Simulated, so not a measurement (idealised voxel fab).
process module | voxel capacitor over wiring
cross-section cut | 300 nm wide | cells 5 nm
A cross-section is a grid of square cells, given in bands from the top down. A band is one or more rows of cells.
Each band's line starts with the height of the band's top and of its bottom, in nm. Then come its materials from left to right, each with its width in nm. One material with "throughout" fills the band from edge to edge. "air" is empty space.
Height 0 is the level under which the wafer as received is all one material. The lowest band goes on downwards, as in "0 down".
A width such as "30 to 40" changes by the same amount from each row of cells to the next, from the band's top row to its bottom row.
"no change" after a step means that no cell of the cross-section changed.
closed voids: empty space of 8 cells or more with no open way to the top, each as width x height at its distance from the left edge, in nm
after a step's settings: what the simulator itself notes on the step
overlay nm, on a step with a mask: how far to the right of its planned place the mask lay; to the left if negative
plan
1 op RECEIVE | material Si
2 op CONFORMAL_DEP | material SiO2 | thk nm 10
3 op DIRECTIONAL_DEP | material TiN | thk nm 5
4 op DIRECTIONAL_DEP | material W | thk nm 25
5 op PATTERN | tone cover | mask id METAL_1 | material resist | width nm 20 | pitch nm 85 | thk nm 20 | overlay nm 0
6 op DIRECTIONAL_ETCH | etch materials W | depth nm 25
7 op DIRECTIONAL_ETCH | etch materials TiN | depth nm 5
8 op STRIP | etch materials resist
9 op FILL_DEP | material SiO2 | thk nm 10
10 op CMP | height nm 40
11 op CONFORMAL_DEP | material SiCN | thk nm 5
12 op DIRECTIONAL_DEP | material SiO2 | thk nm 20
13 op DIRECTIONAL_DEP | material aC | thk nm 15
14 op PATTERN | tone open | mask id PLUG_1 | material resist | width nm 15 | thk nm 35 | overlay nm 0
15 op DIRECTIONAL_ETCH | etch materials aC | depth nm 15
16 op STRIP | etch materials resist
17 op DIRECTIONAL_ETCH | etch materials SiO2 | depth nm 20
18 op DIRECTIONAL_ETCH | etch materials SiCN | depth nm 5
19 op STRIP | etch materials aC
20 op CONFORMAL_DEP | material TiN | thk nm 5
21 op FILL_DEP | material Cu | thk nm 10
22 op CMP | height nm 65
23 op DIRECTIONAL_DEP | material TiN | thk nm 10
24 op DIRECTIONAL_DEP | material Al2O3 | thk nm 5
25 op DIRECTIONAL_DEP | material TiN | thk nm 5
26 op DIRECTIONAL_DEP | material aC | thk nm 10
27 op PATTERN | tone cover | mask id UPPER_PLATE | material resist | width nm 70 | thk nm 30 | overlay nm 0
28 op DIRECTIONAL_ETCH | etch materials aC | depth nm 10
29 op STRIP | etch materials resist
30 op DIRECTIONAL_ETCH | etch materials TiN | depth nm 5
31 op DIRECTIONAL_ETCH | etch materials Al2O3 | depth nm 5
32 op STRIP | etch materials aC
33 op DIRECTIONAL_DEP | material aC | thk nm 10
34 op PATTERN | tone cover | mask id LOWER_PLATE | material resist | width nm 80 | thk nm 30 | overlay nm 0
35 op DIRECTIONAL_ETCH | etch materials aC | depth nm 10
36 op STRIP | etch materials resist
37 op DIRECTIONAL_ETCH | etch materials TiN | depth nm 10
38 op STRIP | etch materials aC
39 op FILL_DEP | material SiO2 | thk nm 20
40 op CMP | height nm 100
41 op PATTERN | tone open | mask id PLUG_2 | material resist | width nm 15 | thk nm 15 | overlay nm 0
42 op DIRECTIONAL_ETCH | etch materials SiO2 | depth nm 15
43 op STRIP | etch materials resist
44 op CONFORMAL_DEP | material TiN | thk nm 5
45 op FILL_DEP | material W | thk nm 10
46 op CMP | height nm 100
47 op CONFORMAL_DEP | material SiCN | thk nm 5
as received, after step 1
  0 down: Si throughout
  closed voids: none
first wafer at the end, as planned
  105 to 100: SiCN throughout
  100 to 90: SiO2 110 | TiN 5 | W 5 | TiN 5 | SiO2 175
  90 to 80: SiO2 110 to 100 | TiN 15 to 70 | SiO2 175 to 130
  80 to 75: SiO2 100 | Al2O3 70 | SiO2 130
  75 to 65: SiO2 95 | TiN 80 | SiO2 125
  65 to 45: SiO2 100 | TiN 5 | Cu 5 | TiN 5 | SiO2 185
  45 to 40: SiCN 100 | TiN 15 | SiCN 185
  40 to 15: SiO2 95 | W 20 | SiO2 65 | W 20 | SiO2 100
  15 to 10: SiO2 95 | TiN 20 | SiO2 65 | TiN 20 | SiO2 100
  10 to 0: SiO2 throughout
  0 down: Si throughout
  closed voids: none
second wafer at the end: like start, like plan, one mistake
  105 to 100: SiCN throughout
  100 to 90: SiO2 110 | TiN 5 | W 5 | TiN 5 | SiO2 175
  90 to 85: SiO2 110 | TiN 15 | SiO2 175
  85 to 80: SiO2 throughout
  80 to 75: SiO2 100 | Al2O3 70 | SiO2 130
  75 to 65: TiN 95 | SiO2 5 | TiN 70 | SiO2 5 | TiN 125
  65 to 45: SiO2 100 | TiN 5 | Cu 5 | TiN 5 | SiO2 185
  45 to 40: SiCN 100 | TiN 15 | SiCN 185
  40 to 15: SiO2 95 | W 20 | SiO2 65 | W 20 | SiO2 100
  15 to 10: SiO2 95 | TiN 20 | SiO2 65 | TiN 20 | SiO2 100
  10 to 0: SiO2 throughout
  0 down: Si throughout
  closed voids: none
what went wrong: step 34 ran as: op PATTERN | tone open | mask id LOWER_PLATE | material resist | width nm 80 | thk nm 30 | overlay nm 0
at the end the second wafer has, in cells: 70 fewer of SiO2 | 70 more of TiN
